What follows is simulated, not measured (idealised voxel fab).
process module | voxel self aligned vias
cross-section cut | 205 nm wide | cells 5 nm
A cross-section is a grid of square cells, given in bands from the top down. A band is one or more rows of cells.
Each band's line starts with the height of the band's top and of its bottom, in nm. Then come its materials from left to right, each with its width in nm. One material with "throughout" fills the band from edge to edge. "air" is empty space.
Height 0 is the level under which the wafer as received is all one material. The lowest band goes on downwards, as in "0 down".
A width such as "30 to 40" changes by the same amount from each row of cells to the next, from the band's top row to its bottom row.
"no change" after a step means that no cell of the cross-section changed.
closed voids: empty space of 8 cells or more with no open way to the top, each as width x height at its distance from the left edge, in nm
after a step's settings: what the simulator itself notes on the step
overlay nm, on a step with a mask: how far to the right of its planned place the mask lay; to the left if negative
plan
1 op RECEIVE | material Si
2 op CONFORMAL_DEP | material SiO2 | thk nm 10
3 op CONFORMAL_DEP | material SiCN | thk nm 5
4 op DIRECTIONAL_DEP | material lowk | thk nm 30
5 op PATTERN | tone open | mask id LINES | material resist | width nm 20 | pitch nm 55 | thk nm 15 | overlay nm 0
6 op DIRECTIONAL_ETCH | etch materials lowk | depth nm 30
7 op STRIP | etch materials resist
8 op CONFORMAL_DEP | material TiN | thk nm 5
9 op FILL_DEP | material W | thk nm 5
10 op CMP | height nm 45
11 op SELECTIVE_ETCH | etch materials W Ru TiN | depth nm 10
12 op FILL_DEP | material SiN | thk nm 10
13 op CMP | height nm 45
14 op DIRECTIONAL_DEP | material lowk | thk nm 20
15 op DIRECTIONAL_DEP | material aC | thk nm 10
16 op PATTERN | tone open | mask id VIAS | material resist | width nm 30 | pitch nm 55 | thk nm 30 | overlay nm 0
17 op DIRECTIONAL_ETCH | etch materials aC | depth nm 10
18 op STRIP | etch materials resist
19 op DIRECTIONAL_ETCH | etch materials lowk | depth nm 20
20 op DIRECTIONAL_ETCH | etch materials SiN | depth nm 10
21 op STRIP | etch materials aC
22 op CONFORMAL_DEP | material TiN | thk nm 5
23 op FILL_DEP | material Ru | thk nm 5
24 op CMP | height nm 65
25 op CONFORMAL_DEP | material SiCN | thk nm 5
first wafer, as planned
as received, after step 1
  0 down: Si throughout
  closed voids: none
after step 2
  10 to 0: SiO2 throughout
  below 0: unchanged
after step 3
  15 to 10: SiCN throughout
  below 10: unchanged
after step 4
  45 to 15: lowk throughout
  below 15: unchanged
after step 5
  60 to 45: resist 35 | air 20 | resist 35 | air 20 | resist 35 | air 20 | resist 40
  below 45: unchanged
after step 6
  60 to 45: resist 35 | air 20 | resist 35 | air 20 | resist 35 | air 20 | resist 40
  45 to 15: lowk 35 | air 20 | lowk 35 | air 20 | lowk 35 | air 20 | lowk 40
  below 15: unchanged
after step 7
  45 to 15: lowk 35 | air 20 | lowk 35 | air 20 | lowk 35 | air 20 | lowk 40
  below 15: unchanged
after step 8
  50 to 45: TiN 40 | air 10 | TiN 45 | air 10 | TiN 45 | air 10 | TiN 45
  45 to 20: lowk 35 | TiN 5 | air 10 | TiN 5 | lowk 35 | TiN 5 | air 10 | TiN 5 | lowk 35 | TiN 5 | air 10 | TiN 5 | lowk 40
  20 to 15: lowk 35 | TiN 20 | lowk 35 | TiN 20 | lowk 35 | TiN 20 | lowk 40
  below 15: unchanged
after step 9
  55 to 50: W throughout
  50 to 45: TiN 40 | W 10 | TiN 45 | W 10 | TiN 45 | W 10 | TiN 45
  45 to 20: lowk 35 | TiN 5 | W 10 | TiN 5 | lowk 35 | TiN 5 | W 10 | TiN 5 | lowk 35 | TiN 5 | W 10 | TiN 5 | lowk 40
  below 20: unchanged
after step 10
  45 to 20: lowk 35 | TiN 5 | W 10 | TiN 5 | lowk 35 | TiN 5 | W 10 | TiN 5 | lowk 35 | TiN 5 | W 10 | TiN 5 | lowk 40
  below 20: unchanged
after step 11
  45 to 35: lowk 35 | air 20 | lowk 35 | air 20 | lowk 35 | air 20 | lowk 40
  below 35: unchanged
after step 12
  55 to 45: SiN throughout
  45 to 35: lowk 35 | SiN 20 | lowk 35 | SiN 20 | lowk 35 | SiN 20 | lowk 40
  below 35: unchanged
after step 13
  45 to 35: lowk 35 | SiN 20 | lowk 35 | SiN 20 | lowk 35 | SiN 20 | lowk 40
  below 35: unchanged
after step 14
  65 to 45: lowk throughout
  below 45: unchanged
after step 15
  75 to 65: aC throughout
  below 65: unchanged
after step 16
  105 to 75: resist 30 | air 30 | resist 25 | air 30 | resist 25 | air 30 | resist 35
  below 75: unchanged
after step 17
  95 to 75: resist 30 | air 30 | resist 25 | air 30 | resist 25 | air 30 | resist 35
  75 to 65: aC 30 | air 30 | aC 25 | air 30 | aC 25 | air 30 | aC 35
  below 65: unchanged
after step 18
  75 to 65: aC 30 | air 30 | aC 25 | air 30 | aC 25 | air 30 | aC 35
  below 65: unchanged
after step 19
  75 to 65: aC 30 | air 30 | aC 25 | air 30 | aC 25 | air 30 | aC 35
  65 to 45: lowk 30 | air 30 | lowk 25 | air 30 | lowk 25 | air 30 | lowk 35
  below 45: unchanged
after step 20
  75 to 65: aC 30 | air 30 | aC 25 | air 30 | aC 25 | air 30 | aC 35
  65 to 45: lowk 30 | air 30 | lowk 25 | air 30 | lowk 25 | air 30 | lowk 35
  45 to 35: lowk 35 | air 20 | lowk 35 | air 20 | lowk 35 | air 20 | lowk 40
  below 35: unchanged
after step 21
  65 to 45: lowk 30 | air 30 | lowk 25 | air 30 | lowk 25 | air 30 | lowk 35
  below 45: unchanged
after step 22
  70 to 65: TiN 35 | air 20 | TiN 35 | air 20 | TiN 35 | air 20 | TiN 40
  65 to 50: lowk 30 | TiN 5 | air 20 | TiN 5 | lowk 25 | TiN 5 | air 20 | TiN 5 | lowk 25 | TiN 5 | air 20 | TiN 5 | lowk 35
  50 to 40: lowk 30 to 35 | TiN 10 to 5 | air 10 | TiN 10 to 5 | lowk 25 to 35 | TiN 10 to 5 | air 10 | TiN 10 to 5 | lowk 25 to 35 | TiN 10 to 5 | air 10 | TiN 10 to 5 | lowk 35 to 40
  40 to 35: lowk 35 | TiN 20 | lowk 35 | TiN 20 | lowk 35 | TiN 20 | lowk 40
  below 35: unchanged
after step 23
  75 to 70: Ru throughout
  70 to 65: TiN 35 | Ru 20 | TiN 35 | Ru 20 | TiN 35 | Ru 20 | TiN 40
  65 to 50: lowk 30 | TiN 5 | Ru 20 | TiN 5 | lowk 25 | TiN 5 | Ru 20 | TiN 5 | lowk 25 | TiN 5 | Ru 20 | TiN 5 | lowk 35
  50 to 40: lowk 30 to 35 | TiN 10 to 5 | Ru 10 | TiN 10 to 5 | lowk 25 to 35 | TiN 10 to 5 | Ru 10 | TiN 10 to 5 | lowk 25 to 35 | TiN 10 to 5 | Ru 10 | TiN 10 to 5 | lowk 35 to 40
  below 40: unchanged
after step 24
  65 to 50: lowk 30 | TiN 5 | Ru 20 | TiN 5 | lowk 25 | TiN 5 | Ru 20 | TiN 5 | lowk 25 | TiN 5 | Ru 20 | TiN 5 | lowk 35
  below 50: unchanged
after step 25
  70 to 65: SiCN throughout
  below 65: unchanged
second wafer: like start, like plan, one mistake. Through step 15 it matches the first wafer
when step 16 should have ended
  105 to 75: air 30 | resist 30 | air 25 | resist 30 | air 25 | resist 30 | air 35
  below 75: unchanged
when step 17 should have ended
  95 to 75: air 30 | resist 30 | air 25 | resist 30 | air 25 | resist 30 | air 35
  75 to 65: air 30 | aC 30 | air 25 | aC 30 | air 25 | aC 30 | air 35
  below 65: unchanged
when step 18 should have ended
  75 to 65: air 30 | aC 30 | air 25 | aC 30 | air 25 | aC 30 | air 35
  below 65: unchanged
when step 19 should have ended
  75 to 65: air 30 | aC 30 | air 25 | aC 30 | air 25 | aC 30 | air 35
  65 to 45: air 30 | lowk 30 | air 25 | lowk 30 | air 25 | lowk 30 | air 35
  below 45: unchanged
when step 20 should have ended: no change
when step 21 should have ended
  65 to 45: air 30 | lowk 30 | air 25 | lowk 30 | air 25 | lowk 30 | air 35
  below 45: unchanged
when step 22 should have ended
  70 to 65: air 25 | TiN 40 | air 15 | TiN 40 | air 15 | TiN 40 | air 30
  65 to 50: air 25 | TiN 5 | lowk 30 | TiN 5 | air 15 | TiN 5 | lowk 30 | TiN 5 | air 15 | TiN 5 | lowk 30 | TiN 5 | air 30
  50 to 45: TiN 30 | lowk 30 | TiN 25 | lowk 30 | TiN 25 | lowk 30 | TiN 35
  below 45: unchanged
when step 23 should have ended
  75 to 70: Ru throughout
  70 to 65: Ru 25 | TiN 40 | Ru 15 | TiN 40 | Ru 15 | TiN 40 | Ru 30
  65 to 50: Ru 25 | TiN 5 | lowk 30 | TiN 5 | Ru 15 | TiN 5 | lowk 30 | TiN 5 | Ru 15 | TiN 5 | lowk 30 | TiN 5 | Ru 30
  below 50: unchanged
when step 24 should have ended
  65 to 50: Ru 25 | TiN 5 | lowk 30 | TiN 5 | Ru 15 | TiN 5 | lowk 30 | TiN 5 | Ru 15 | TiN 5 | lowk 30 | TiN 5 | Ru 30
  below 50: unchanged
when step 25 should have ended
  70 to 65: SiCN throughout
  below 65: unchanged
what went wrong: step 16 ran as: op PATTERN | tone cover | mask id VIAS | material resist | width nm 30 | pitch nm 55 | thk nm 30 | overlay nm 0
at the end the second wafer has, in cells: 3 more of Ru | 24 more of SiN | 7 fewer of TiN | 20 fewer of lowk
